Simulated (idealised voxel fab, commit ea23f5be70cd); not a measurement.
process module | voxel capacitor over wiring
cross-section cut | 195 nm wide | cells 5 nm
A cross-section is a grid of square cells, given in bands from the top down. A band is one or more rows of cells.
Each band's line starts with the height of the band's top and of its bottom, in nm. Then come its materials from left to right, each with its width in nm. One material with "throughout" fills the band from edge to edge. "air" is empty space.
Height 0 is the level under which the wafer as received is all one material. The lowest band goes on downwards, as in "0 down".
A width such as "30 to 40" changes by the same amount from each row of cells to the next, from the band's top row to its bottom row.
"no change" after a step means that no cell of the cross-section changed.
closed voids: empty space of 8 cells or more with no open way to the top, each as width x height at its distance from the left edge, in nm
after a step's settings: what the simulator itself notes on the step
overlay nm, on a step with a mask: how far to the right of its planned place the mask lay; to the left if negative
plan
1 op RECEIVE | material Si
2 op CONFORMAL_DEP | material SiO2 | thk nm 15
3 op CONFORMAL_DEP | material SiN | thk nm 5
4 op DIRECTIONAL_DEP | material SiO2 | thk nm 20
5 op DIRECTIONAL_DEP | material aC | thk nm 15
6 op PATTERN | tone open | mask id METAL_1 | material resist | width nm 25 | pitch nm 75 | thk nm 35 | overlay nm 0
7 op DIRECTIONAL_ETCH | etch materials aC | depth nm 15
8 op STRIP | etch materials resist
9 op DIRECTIONAL_ETCH | etch materials SiO2 | depth nm 20
10 op DIRECTIONAL_ETCH | etch materials SiN | depth nm 5
11 op STRIP | etch materials aC
12 op CONFORMAL_DEP | material TiN | thk nm 5
13 op FILL_DEP | material Ru | thk nm 5
14 op CMP | height nm 40
15 op CONFORMAL_DEP | material SiCN | thk nm 5
16 op DIRECTIONAL_DEP | material lowk | thk nm 10
17 op MASKED_ETCH | tone open | mask id PLUG_1 | width nm 15 | etch materials lowk | depth nm 10 | overlay nm 0
18 op MASKED_ETCH | tone open | mask id PLUG_1 | width nm 15 | etch materials SiCN | depth nm 5 | overlay nm 0
19 op EPI | material Ru | thk nm 10
20 op EPI | material Ru | thk nm 5
21 op DIRECTIONAL_DEP | material TiN | thk nm 10
22 op DIRECTIONAL_DEP | material HfO2 | thk nm 5
23 op DIRECTIONAL_DEP | material TiN | thk nm 10
24 op PATTERN | tone cover | mask id UPPER_PLATE | material resist | width nm 55 | thk nm 15 | overlay nm 0
25 op DIRECTIONAL_ETCH | etch materials TiN | depth nm 10
26 op DIRECTIONAL_ETCH | etch materials HfO2 | depth nm 5
27 op STRIP | etch materials resist
28 op PATTERN | tone cover | mask id LOWER_PLATE | material resist | width nm 65 | thk nm 15 | overlay nm 0
29 op DIRECTIONAL_ETCH | etch materials TiN | depth nm 10
30 op STRIP | etch materials resist
31 op FILL_DEP | material SiO2 | thk nm 20
32 op CMP | height nm 95
33 op PATTERN | tone open | mask id PLUG_2 | material resist | width nm 15 | thk nm 20 | overlay nm 0
34 op DIRECTIONAL_ETCH | etch materials SiO2 | depth nm 15
35 op STRIP | etch materials resist
36 op CONFORMAL_DEP | material TiN | thk nm 5
37 op FILL_DEP | material Ru | thk nm 5
38 op CMP | height nm 95
39 op CONFORMAL_DEP | material SiCN | thk nm 5
first wafer, as planned
as received, after step 1
  0 down: Si throughout
  closed voids: none
after step 2
  15 to 0: SiO2 throughout
  below 0: unchanged
after step 3
  20 to 15: SiN throughout
  below 15: unchanged
after step 4
  40 to 20: SiO2 throughout
  below 20: unchanged
after step 5
  55 to 40: aC throughout
  below 40: unchanged
after step 6
  90 to 55: resist 45 | air 25 | resist 50 | air 25 | resist 50
  below 55: unchanged
after step 7
  75 to 55: resist 45 | air 25 | resist 50 | air 25 | resist 50
  55 to 40: aC 45 | air 25 | aC 50 | air 25 | aC 50
  below 40: unchanged
after step 8
  55 to 40: aC 45 | air 25 | aC 50 | air 25 | aC 50
  below 40: unchanged
after step 9
  55 to 40: aC 45 | air 25 | aC 50 | air 25 | aC 50
  40 to 20: SiO2 45 | air 25 | SiO2 50 | air 25 | SiO2 50
  below 20: unchanged
after step 10
  55 to 40: aC 45 | air 25 | aC 50 | air 25 | aC 50
  40 to 20: SiO2 45 | air 25 | SiO2 50 | air 25 | SiO2 50
  20 to 15: SiN 45 | air 25 | SiN 50 | air 25 | SiN 50
  below 15: unchanged
after step 11
  40 to 20: SiO2 45 | air 25 | SiO2 50 | air 25 | SiO2 50
  below 20: unchanged
after step 12
  45 to 40: TiN 50 | air 15 | TiN 60 | air 15 | TiN 55
  40 to 20: SiO2 45 | TiN 5 | air 15 | TiN 5 | SiO2 50 | TiN 5 | air 15 | TiN 5 | SiO2 50
  20 to 15: SiN 45 | TiN 25 | SiN 50 | TiN 25 | SiN 50
  below 15: unchanged
after step 13
  50 to 45: Ru throughout
  45 to 40: TiN 50 | Ru 15 | TiN 60 | Ru 15 | TiN 55
  40 to 20: SiO2 45 | TiN 5 | Ru 15 | TiN 5 | SiO2 50 | TiN 5 | Ru 15 | TiN 5 | SiO2 50
  below 20: unchanged
after step 14
  40 to 20: SiO2 45 | TiN 5 | Ru 15 | TiN 5 | SiO2 50 | TiN 5 | Ru 15 | TiN 5 | SiO2 50
  below 20: unchanged
after step 15
  45 to 40: SiCN throughout
  below 40: unchanged
after step 16
  55 to 45: lowk throughout
  below 45: unchanged
after step 17
  55 to 45: lowk 55 | air 15 | lowk 125
  below 45: unchanged
after step 18
  55 to 45: lowk 55 | air 15 | lowk 125
  45 to 40: SiCN 55 | air 15 | SiCN 125
  below 40: unchanged
after step 19
  55 to 50: lowk 55 | air 15 | lowk 125
  50 to 45: lowk 55 | Ru 15 | lowk 125
  45 to 40: SiCN 55 | Ru 15 | SiCN 125
  below 40: unchanged
after step 20
  55 to 45: lowk 55 | Ru 15 | lowk 125
  below 45: unchanged
after step 21
  65 to 55: TiN throughout
  below 55: unchanged
after step 22
  70 to 65: HfO2 throughout
  below 65: unchanged
after step 23
  80 to 70: TiN throughout
  below 70: unchanged
after step 24
  95 to 80: air 55 | resist 55 | air 85
  below 80: unchanged
after step 25
  95 to 80: air 55 | resist 55 | air 85
  80 to 70: air 55 | TiN 55 | air 85
  below 70: unchanged
after step 26
  95 to 80: air 55 | resist 55 | air 85
  80 to 70: air 55 | TiN 55 | air 85
  70 to 65: air 55 | HfO2 55 | air 85
  below 65: unchanged
after step 27
  80 to 70: air 55 | TiN 55 | air 85
  below 70: unchanged
after step 28
  95 to 80: air 50 | resist 65 | air 80
  80 to 70: air 50 | resist 5 | TiN 55 | resist 5 | air 80
  70 to 65: air 50 | resist 5 | HfO2 55 | resist 5 | air 80
  below 65: unchanged
after step 29
  95 to 80: air 50 | resist 65 | air 80
  80 to 70: air 50 | resist 5 | TiN 55 | resist 5 | air 80
  70 to 65: air 50 | resist 5 | HfO2 55 | resist 5 | air 80
  65 to 55: air 50 | TiN 65 | air 80
  below 55: unchanged
after step 30
  80 to 70: air 55 | TiN 55 | air 85
  70 to 65: air 55 | HfO2 55 | air 85
  below 65: unchanged
after step 31
  100 to 80: SiO2 throughout
  80 to 70: SiO2 55 | TiN 55 | SiO2 85
  70 to 65: SiO2 55 | HfO2 55 | SiO2 85
  65 to 55: SiO2 50 | TiN 65 | SiO2 80
  below 55: unchanged
after step 32
  95 to 80: SiO2 throughout
  below 80: unchanged
after step 33
  115 to 95: resist 65 | air 15 | resist 115
  below 95: unchanged
after step 34
  115 to 95: resist 65 | air 15 | resist 115
  95 to 80: SiO2 65 | air 15 | SiO2 115
  below 80: unchanged
after step 35
  95 to 80: SiO2 65 | air 15 | SiO2 115
  below 80: unchanged
after step 36
  100 to 95: TiN 70 | air 5 | TiN 120
  95 to 85: SiO2 65 | TiN 5 | air 5 | TiN 5 | SiO2 115
  85 to 80: SiO2 65 | TiN 15 | SiO2 115
  below 80: unchanged
after step 37
  105 to 100: Ru throughout
  100 to 95: TiN 70 | Ru 5 | TiN 120
  95 to 85: SiO2 65 | TiN 5 | Ru 5 | TiN 5 | SiO2 115
  below 85: unchanged
after step 38
  95 to 85: SiO2 65 | TiN 5 | Ru 5 | TiN 5 | SiO2 115
  below 85: unchanged
after step 39
  100 to 95: SiCN throughout
  below 95: unchanged
second wafer: like start, like plan, one mistake. Through step 32 it matches the first wafer
when step 33 should have ended
  115 to 95: air 65 | resist 15 | air 115
  below 95: unchanged
when step 34 should have ended
  115 to 95: air 65 | resist 15 | air 115
  95 to 80: air 65 | SiO2 15 | air 115
  below 80: unchanged
when step 35 should have ended
  95 to 80: air 65 | SiO2 15 | air 115
  below 80: unchanged
when step 36 should have ended
  100 to 95: air 60 | TiN 25 | air 110
  95 to 85: air 60 | TiN 5 | SiO2 15 | TiN 5 | air 110
  85 to 80: TiN 65 | SiO2 15 | TiN 115
  below 80: unchanged
when step 37 should have ended
  105 to 100: Ru throughout
  100 to 95: Ru 60 | TiN 25 | Ru 110
  95 to 85: Ru 60 | TiN 5 | SiO2 15 | TiN 5 | Ru 110
  below 85: unchanged
when step 38 should have ended
  95 to 85: Ru 60 | TiN 5 | SiO2 15 | TiN 5 | Ru 110
  below 85: unchanged
when step 39 should have ended
  100 to 95: SiCN throughout
  below 95: unchanged
what went wrong: step 33 ran as: op PATTERN | tone cover | mask id PLUG_2 | material resist | width nm 15 | thk nm 20 | overlay nm 0
at the end the second wafer has, in cells: 66 more of Ru | 99 fewer of SiO2 | 33 more of TiN
